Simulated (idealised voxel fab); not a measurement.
Herein follows the process module entitled voxel released beams.
The cross-section shown here is cut; it is 275 nm wide and divided into square cells measuring 5 nm on a side.
In this document a cross-section is written as a grid of square cells. It is given as a series of bands, listed from the top down, and a band is one or more rows of cells. Quick guide to a band line: top height, bottom height (nm) up front; then every material left to right with its width in nm. Only one material and it's marked "everywhere"? Then it fills the band edge to edge. And "empty" just means empty space. Heights are expressed relative to 0, this being the level below which the as-received wafer comprises one material exclusively. The lowest band is unbounded in the downward direction and is denoted as in "0 -> down". When a width is written as two numbers, as in "30->40", the first number is the width in the top row of cells of the band and the second is the width in its bottom row, and the width changes by the same amount from each row to the next. Given "remained unchanged" for a step, no cell of the cross-section differs between before and after that step. You'll see "Fully sealed cavities" listing empty spaces that have no way open to the top, as long as they're 8 cells or more; the notation is width x height at distance, where the distance is from the left edge, and all of it is in nm. On each step's line, the part that comes after the settings is the simulator's own comment on the step. overlay nm: mask offset rightward from planned place, masked step; negative means leftward offset.
Planned process steps:
1 op RECEIVE | material Si
2 op CONFORMAL_DEP | material SiN | thk nm 5
3 op DIRECTIONAL_DEP | material SiO2 | thk nm 15
4 op DIRECTIONAL_DEP | material aC | thk nm 15
5 op PATTERN | tone open | mask id ANCHOR | material resist | width nm 35 | thk nm 35 | overlay nm 0
6 op DIRECTIONAL_ETCH | etch materials aC | depth nm 15
7 op STRIP | etch materials resist
8 op DIRECTIONAL_ETCH | etch materials SiO2 | depth nm 15
9 op STRIP | etch materials aC
10 op CONFORMAL_DEP | material W | thk nm 15
11 op MASKED_ETCH | tone cover | mask id BEAM | width nm 90 | etch materials W | depth nm 15 | overlay nm 0
12 op STRIP | etch materials SiO2
This is the cross-section of the wafer as we received it, i.e. after step 1:
	0 -> down  Si everywhere
	Fully sealed cavities: none
This is how the wafer looks in cross-section once the module is done, given the starting state and plan above and one mistake in carrying the plan out:
	35 -> 20  empty: 95  W: 15  empty: 5  W: 60  empty: 100
	20 -> 5  empty: 95  W: 35  empty: 145
	5 -> 0  SiN everywhere
	0 -> down  Si everywhere
	Fully sealed cavities: none
Run error: off-plan run, step 11, actual operation and settings op MASKED_ETCH | tone cover | mask id BEAM | width nm 80 | etch materials W | depth nm 15 | overlay nm 0
